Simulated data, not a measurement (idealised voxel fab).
process module | voxel self aligned contacts
cross-section cut | 145 nm wide | cells 5 nm
A cross-section is a grid of square cells, given in bands from the top down. A band is one or more rows of cells.
Each band's line starts with the height of the band's top and of its bottom, in nm. Then come its materials from left to right, each with its width in nm. One material with "throughout" fills the band from edge to edge. "air" is empty space.
Height 0 is the level under which the wafer as received is all one material. The lowest band goes on downwards, as in "0 down".
A width such as "30 to 40" changes by the same amount from each row of cells to the next, from the band's top row to its bottom row.
"no change" after a step means that no cell of the cross-section changed.
closed voids: empty space of 8 cells or more with no open way to the top, each as width x height at its distance from the left edge, in nm
after a step's settings: what the simulator itself notes on the step
overlay nm, on a step with a mask: how far to the right of its planned place the mask lay; to the left if negative
plan
1 op RECEIVE | material Si
2 op OXIDIZE | depth nm 5
3 op DIRECTIONAL_DEP | material polySi | thk nm 20
4 op DIRECTIONAL_DEP | material SiN | thk nm 25
5 op DIRECTIONAL_DEP | material aC | thk nm 10
6 op PATTERN | tone cover | mask id GATE | material resist | width nm 25 | pitch nm 75 | thk nm 25 | overlay nm 0
7 op DIRECTIONAL_ETCH | etch materials aC | depth nm 10
8 op STRIP | etch materials resist
9 op DIRECTIONAL_ETCH | etch materials SiN | depth nm 25
10 op DIRECTIONAL_ETCH | etch materials polySi | depth nm 20
11 op STRIP | etch materials aC
12 op CONFORMAL_DEP | material SiN | thk nm 10
13 op DIRECTIONAL_ETCH | etch materials SiN | depth nm 10
14 op FILL_DEP | material SiO2 | thk nm 15
15 op CMP | height nm 55
16 op MASKED_ETCH | tone open | mask id CONTACT | width nm 50 | etch materials SiO2 | depth nm 60 | overlay nm 0
17 op CONFORMAL_DEP | material TiN | thk nm 5
18 op FILL_DEP | material Ru | thk nm 5
19 op CMP | height nm 55
20 op CONFORMAL_DEP | material SiCN | thk nm 5
varied across the wafers: width nm of step 6. The plan shows the first wafer's value. All wafers start alike
first wafer as received, after step 1
  0 down: Si throughout
  closed voids: none
first wafer at the end, after step 20
  60 to 55: SiCN throughout
  55 to 45: SiO2 45 | TiN 5 to 15 | Ru 40 to 20 | TiN 5 to 15 | SiO2 50
  45 to 20: SiO2 10 | SiN 45 | TiN 5 | Ru 20 | TiN 5 | SiN 45 | SiO2 15
  20 to 0: SiO2 10 | SiN 10 | polySi 25 | SiN 10 | TiN 5 | Ru 20 | TiN 5 | SiN 10 | polySi 25 | SiN 10 | SiO2 15
  0 to -5: SiO2 55 | TiN 30 | SiO2 60
  -5 down: Si throughout
  closed voids: none
last wafer at the end
  60 to 55: SiCN throughout
  55 to 45: SiO2 45 | TiN 5 to 25 | Ru 40 to 5 | TiN 5 to 20 | SiO2 50
  45 to 20: SiO2 5 | SiN 60 | TiN 5 | Ru 5 | TiN 5 | SiN 60 | SiO2 5
  20 to 0: SiO2 5 | SiN 10 | polySi 40 | SiN 10 | TiN 5 | Ru 5 | TiN 5 | SiN 10 | polySi 40 | SiN 10 | SiO2 5
  0 to -5: SiO2 65 | TiN 15 | SiO2 65
  -5 down: Si throughout
  closed voids: none
each wafer at the end: cells of each material gained (+) or lost (-) since it was received, then its closed voids
width nm 25 | +48 Ru | -29 Si | +29 SiCN | +122 SiN | +106 SiO2 | +32 TiN | +40 polySi | closed voids: none
width nm 30 | +38 Ru | -29 Si | +29 SiCN | +132 SiN | +98 SiO2 | +32 TiN | +48 polySi | closed voids: none
width nm 35 | +28 Ru | -29 Si | +29 SiCN | +142 SiN | +90 SiO2 | +32 TiN | +56 polySi | closed voids: none
width nm 40 | +18 Ru | -29 Si | +29 SiCN | +152 SiN | +82 SiO2 | +32 TiN | +64 polySi | closed voids: none
